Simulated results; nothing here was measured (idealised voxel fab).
The process module presented herein is designated voxel self aligned vias.
In the cross-section labelled cut, the width is 300 nm and each square cell is 5 nm.
For the purposes of this document, a cross-section shall be understood as a grid of square cells, specified as bands listed in top-to-bottom order, each band consisting of one or more rows of cells. Heads up on the band format: heights come first, top then bottom, in nm. After that it's the materials left to right, each with its width in nm. A single material flagged "full width" fills the whole band edge to edge, and "air" means there's empty space there. Beneath 0, the wafer as received is one material, and that level is where height counting begins. The lowest band goes on downward without a bottom; it is written like "0 and below". Graded width ("30 to 40"): value in top row of band = first number; value in bottom row = second number; row-to-row change constant. The designation "same as before", where it is given for a processing step, indicates that no cell of the cross-section was altered in the course of that step. "Listed closed voids" lists enclosed empty spaces (at least 8 cells, no open path upward to the top), each as width x height at distance from the left edge, in nm. On each step's line, the part that comes after the settings is the simulator's own comment on the step. Among the settings permitted on a step's line is "overlay nm"; applied to a step with a mask, it specifies the extent to which the mask lay to the right of its planned position, whereas a negative figure signifies a position to the left.
This section lists the process steps that were planned:
1: RECEIVE,material Si
2: CONFORMAL_DEP,material SiO2,thk nm 10
3: CONFORMAL_DEP,material SiCN,thk nm 5
4: DIRECTIONAL_DEP,material SiO2,thk nm 30
5: DIRECTIONAL_DEP,material aC,thk nm 15
6: PATTERN,tone open,mask id LINES,material resist,width nm 20,pitch nm 55,thk nm 30,overlay nm 0
7: DIRECTIONAL_ETCH,etch materials aC,depth nm 15
8: STRIP,etch materials resist
9: DIRECTIONAL_ETCH,etch materials SiO2,depth nm 30
10: STRIP,etch materials aC
11: CONFORMAL_DEP,material TiN,thk nm 5
12: FILL_DEP,material Ru,thk nm 10
13: CMP,height nm 45
14: SELECTIVE_ETCH,etch materials W Ru TiN,depth nm 5
15: FILL_DEP,material SiN,thk nm 5
16: CMP,height nm 45
17: DIRECTIONAL_DEP,material SiO2,thk nm 15
18: MASKED_ETCH,tone open,mask id VIAS,width nm 30,pitch nm 55,etch materials SiO2,depth nm 15,overlay nm 0
19: MASKED_ETCH,tone open,mask id VIAS,width nm 30,pitch nm 55,etch materials SiN,depth nm 5,overlay nm 0
20: CONFORMAL_DEP,material TiN,thk nm 5
21: FILL_DEP,material Cu,thk nm 5
22: CMP,height nm 60
23: CONFORMAL_DEP,material SiCN,thk nm 5
Cross-section of the wafer at receipt, which is the condition after step 1:
> 0 and below: Si full width
> Listed closed voids: none
Result of the module, cross-sectioned: start per above, plan per above, one error in how it was run:
> 65 down to 60: SiCN full width
> 60 down to 45: SiO2=80, then TiN=5, then SiO2=20, then TiN=5, then SiO2=25, then TiN=5, then SiO2=20, then TiN=5, then SiO2=25, then TiN=5, then SiO2=20, then TiN=5, then SiO2=80
> 45 down to 40: SiO2=85, then SiN=20, then SiO2=35, then SiN=20, then SiO2=35, then SiN=20, then SiO2=85
> 40 down to 20: SiO2=85, then TiN=5, then Ru=10, then TiN=5, then SiO2=35, then TiN=5, then Ru=10, then TiN=5, then SiO2=35, then TiN=5, then Ru=10, then TiN=5, then SiO2=85
> 20 down to 15: SiO2=85, then TiN=20, then SiO2=35, then TiN=20, then SiO2=35, then TiN=20, then SiO2=85
> 15 down to 10: SiCN full width
> 10 down to 0: SiO2 full width
> 0 and below: Si full width
> Listed closed voids: none
Plan not followed: the run placed steps 17 and 18 each in the position the plan gave to the other
